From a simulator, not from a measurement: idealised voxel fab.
process module | voxel self aligned contacts
cross-section cut | 175 nm wide | cells 5 nm
A cross-section is a grid of square cells, given in bands from the top down. A band is one or more rows of cells.
Each band's line starts with the height of the band's top and of its bottom, in nm. Then come its materials from left to right, each with its width in nm. One material with "throughout" fills the band from edge to edge. "air" is empty space.
Height 0 is the level under which the wafer as received is all one material. The lowest band goes on downwards, as in "0 down".
A width such as "30 to 40" changes by the same amount from each row of cells to the next, from the band's top row to its bottom row.
"no change" after a step means that no cell of the cross-section changed.
closed voids: empty space of 8 cells or more with no open way to the top, each as width x height at its distance from the left edge, in nm
after a step's settings: what the simulator itself notes on the step
overlay nm, on a step with a mask: how far to the right of its planned place the mask lay; to the left if negative
plan
1 op RECEIVE | material Si
2 op CONFORMAL_DEP | material SiO2 | thk nm 5
3 op DIRECTIONAL_DEP | material polySi | thk nm 20
4 op DIRECTIONAL_DEP | material SiN | thk nm 20
5 op MASKED_ETCH | tone cover | mask id GATE | width nm 35 | pitch nm 65 | etch materials SiN | depth nm 20 | overlay nm 0
6 op MASKED_ETCH | tone cover | mask id GATE | width nm 35 | pitch nm 65 | etch materials polySi | depth nm 20 | overlay nm 0
7 op CONFORMAL_DEP | material SiN | thk nm 5
8 op DIRECTIONAL_ETCH | etch materials SiN | depth nm 5
9 op FILL_DEP | material SiO2 | thk nm 10
10 op CMP | height nm 50
11 op PATTERN | tone open | mask id CONTACT | material resist | width nm 40 | thk nm 20 | overlay nm 0
12 op DIRECTIONAL_ETCH | etch materials SiO2 | depth nm 50
13 op STRIP | etch materials resist
14 op CONFORMAL_DEP | material TiN | thk nm 5
15 op FILL_DEP | material W | thk nm 10
16 op CMP | height nm 50
17 op CONFORMAL_DEP | material SiN | thk nm 5
as received, after step 1
  0 down: Si throughout
  closed voids: none
first wafer at the end, as planned
  55 to 50: SiN throughout
  50 to 45: SiO2 65 | TiN 15 | W 10 | TiN 15 | SiO2 70
  45 to 25: SiO2 30 | SiN 45 | TiN 5 | W 10 | TiN 5 | SiN 45 | SiO2 35
  25 to 5: SiO2 30 | SiN 5 | polySi 35 | SiN 5 | TiN 5 | W 10 | TiN 5 | SiN 5 | polySi 35 | SiN 5 | SiO2 35
  5 to 0: SiO2 75 | TiN 20 | SiO2 80
  0 down: Si throughout
  closed voids: none
second wafer at the end: like start, like plan, one mistake
  55 to 50: SiN throughout
  50 to 45: SiO2 75 | TiN 5 | W 10 | TiN 25 | SiO2 60
  45 to 25: SiO2 30 | SiN 45 | TiN 5 | W 10 | TiN 5 | SiN 45 | SiO2 35
  25 to 5: SiO2 30 | SiN 5 | polySi 35 | SiN 5 | TiN 5 | W 10 | TiN 5 | SiN 5 | polySi 35 | SiN 5 | SiO2 35
  5 to 0: SiO2 75 | TiN 20 | SiO2 80
  0 down: Si throughout
  closed voids: none
what went wrong: step 11 ran as: op PATTERN | tone open | mask id CONTACT | material resist | width nm 40 | thk nm 20 | overlay nm 10
at the end the second wafer has, in cells: as many of each material as the first, in other places
